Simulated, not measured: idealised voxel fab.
process module | voxel self aligned vias
Section shown: cut. Width: 170 nm. Cell size: 5 nm, square.
Square cells in a grid make up a cross-section in this document, and the grid is given as bands, listed from the top down, each one or more rows of cells.
Within each band entry, the heights of the top and of the bottom of the band appear first, in that order and in nm; the materials of the band then follow from left to right, each with its corresponding width in nm. The designation "all across" on a single material indicates that it fills the band from edge to edge; the designation "blank" indicates empty space.
Convention: height 0 is the level below which the wafer, as received, is all one material. The lowest band does not terminate at the bottom but continues downward, represented as "0 -> down".
Width spec "30 to 40" -> top row of cells at first value, bottom row at second value, equal per-row change in between.
"left unchanged" after a step means that no cell of the cross-section changed.
What "Cavities, sealed" gives you is every empty space of 8 cells or more that is cut off from the top. Each appears as width x height at distance, with the distance taken from the left edge and width, height and distance all in nm.
Text after the settings on a step's line: the simulator's own remark on that step.
You can add "overlay nm" to a step's line. For a step with a mask, it describes how far the mask lay to the right of its planned position, and a negative number describes a lay to the left.
Process steps foreseen in the plan
1: RECEIVE [material Si]
2: CONFORMAL_DEP [material SiO2] [thk nm 10]
3: CONFORMAL_DEP [material SiCN] [thk nm 5]
4: DIRECTIONAL_DEP [material lowk] [thk nm 20]
5: MASKED_ETCH [tone open] [mask id LINES] [width nm 20] [pitch nm 70] [etch materials lowk] [depth nm 20] [overlay nm 0]
6: CONFORMAL_DEP [material TiN] [thk nm 5]
7: FILL_DEP [material Ru] [thk nm 5]
8: CMP [height nm 35]
9: SELECTIVE_ETCH [etch materials W Ru TiN] [depth nm 10]
10: FILL_DEP [material SiN] [thk nm 10]
11: CMP [height nm 35]
12: DIRECTIONAL_DEP [material lowk] [thk nm 15]
13: DIRECTIONAL_DEP [material aC] [thk nm 10]
14: PATTERN [tone open] [mask id VIAS] [material resist] [width nm 40] [pitch nm 70] [thk nm 25] [overlay nm 0]
15: DIRECTIONAL_ETCH [etch materials aC] [depth nm 10]
16: STRIP [etch materials resist]
17: DIRECTIONAL_ETCH [etch materials lowk] [depth nm 15]
18: DIRECTIONAL_ETCH [etch materials SiN] [depth nm 10]
19: STRIP [etch materials aC]
20: CONFORMAL_DEP [material TiN] [thk nm 5]
21: FILL_DEP [material W] [thk nm 10]
22: CMP [height nm 50]
23: CONFORMAL_DEP [material SiCN] [thk nm 5]
Shown in cross-section is the wafer as received, that is, as it stands after step 1
- 0 -> down = Si all across
- Cavities, sealed: none
Final wafer profile in cross-section after the module, from the same start and plan as above, with one mistake made during processing
- 55 -> 50 = SiCN all across
- 50 -> 40 = lowk 30 / TiN 5 / W 30 / TiN 5 / lowk 30 / TiN 5 / W 30 / TiN 5 / lowk 30
- 40 -> 35 = lowk 30 / TiN 40 / lowk 30 / TiN 40 / lowk 30
- 35 -> 25 = SiN 30 / TiN 10 / lowk 20 / TiN 10 / SiN 30 / TiN 10 / lowk 20 / TiN 10 / SiN 30
- 25 -> 20 = Ru 35 / TiN 5 / lowk 20 / TiN 5 / Ru 40 / TiN 5 / lowk 20 / TiN 5 / Ru 35
- 20 -> 15 = TiN 40 / lowk 20 / TiN 50 / lowk 20 / TiN 40
- 15 -> 10 = SiCN all across
- 10 -> 0 = SiO2 all across
- 0 -> down = Si all across
- Cavities, sealed: none
Processing error: off-plan run, step 5, actual operation and settings MASKED_ETCH [tone cover] [mask id LINES] [width nm 20] [pitch nm 70] [etch materials lowk] [depth nm 20] [overlay nm 0]
